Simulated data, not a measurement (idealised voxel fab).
Process module heading - voxel air gaps
Pictured: cross-section cut, 245 nm wide, on a grid of 5 nm square cells.
If you're reading a cross-section in this doc, picture square cells in a grid; it comes to you as bands, top ones listed first down to the bottom, and a band can be one or more rows of cells. For a band, the entry starts with two heights in nm, that of the top and then that of the bottom, and carries on with the band's materials in order from left to right, each alongside its width in nm; the word "all across" beside a single material means it fills the band edge to edge, and "empty" means empty space. Heights are reckoned from 0. Under this level, the received wafer is all of one material. The bottommost band is open-ended downward, for example "from 0 down". It should be noted that a width expressed as "30 to 40" varies in equal increments from row to row of cells within the band, taking the value of the first number at the top row and that of the second number at the bottom row. Basically "remained the same" means that step didn't change any cell in the cross-section. Basically, "Fully sealed voids" tells you about the enclosed voids: empty spaces with no open way to the top, 8 cells or bigger, each written width x height at distance, where distance is from the left edge, all in nm. What comes after the settings on a step's line is commentary from the simulator itself on that step. Regarding "overlay nm": on a step with a mask, it is the distance the mask lay to the right of its planned place; a negative value places it to the left.
# Planned process steps
| 1 | op RECEIVE | material Si |
| 2 | op CONFORMAL_DEP | material SiO2 | thk nm 15 |
| 3 | op CONFORMAL_DEP | material SiN | thk nm 5 |
| 4 | op DIRECTIONAL_DEP | material lowk | thk nm 30 |
| 5 | op DIRECTIONAL_DEP | material aC | thk nm 15 |
| 6 | op PATTERN | tone open | mask id LINES | material resist | width nm 15 | pitch nm 55 | thk nm 30 | overlay nm 0 |
| 7 | op DIRECTIONAL_ETCH | etch materials aC | depth nm 15 |
| 8 | op STRIP | etch materials resist |
| 9 | op DIRECTIONAL_ETCH | etch materials lowk | depth nm 30 |
| 10 | op STRIP | etch materials aC |
| 11 | op CONFORMAL_DEP | material TiN | thk nm 5 |
| 12 | op FILL_DEP | material W | thk nm 10 |
| 13 | op CMP | height nm 50 |
| 14 | op EPI | material Ru | thk nm 10 |
| 15 | op SELECTIVE_ETCH | etch materials lowk | depth nm 40 |
| 16 | op CONFORMAL_DEP | material SiN | thk nm 5 |
Where the wafers of this document differ is in the width nm of step 6; they start out the same, and the plan states the value that applied to the first wafer.
# First of several wafers, received after step 1, in cross-section
> from 0 down = Si all across
> Fully sealed voids: none
# Quick key for the table: a row per wafer, taken at the end of the module. For each material it tells you how many cells the wafer gained (+) or lost (-) since it came in, and the closed voids come after
width nm 15 | +42 Ru | +170 SiN | +147 SiO2 | +39 TiN | +15 W | Fully sealed voids: none
width nm 20 | +48 Ru | +170 SiN | +147 SiO2 | +42 TiN | +30 W | Fully sealed voids: none
width nm 25 | +54 Ru | +170 SiN | +147 SiO2 | +45 TiN | +45 W | Fully sealed voids: 20 x 20 at 85; 20 x 20 at 140
width nm 30 | +60 Ru | +162 SiN | +147 SiO2 | +48 TiN | +60 W | Fully sealed voids: 15 x 20 at 90; 15 x 20 at 145
width nm 35 | +66 Ru | +122 SiN | +147 SiO2 | +51 TiN | +75 W | +48 lowk | Fully sealed voids: none
width nm 40 | +68 Ru | +122 SiN | +147 SiO2 | +54 TiN | +90 W | +36 lowk | Fully sealed voids: none
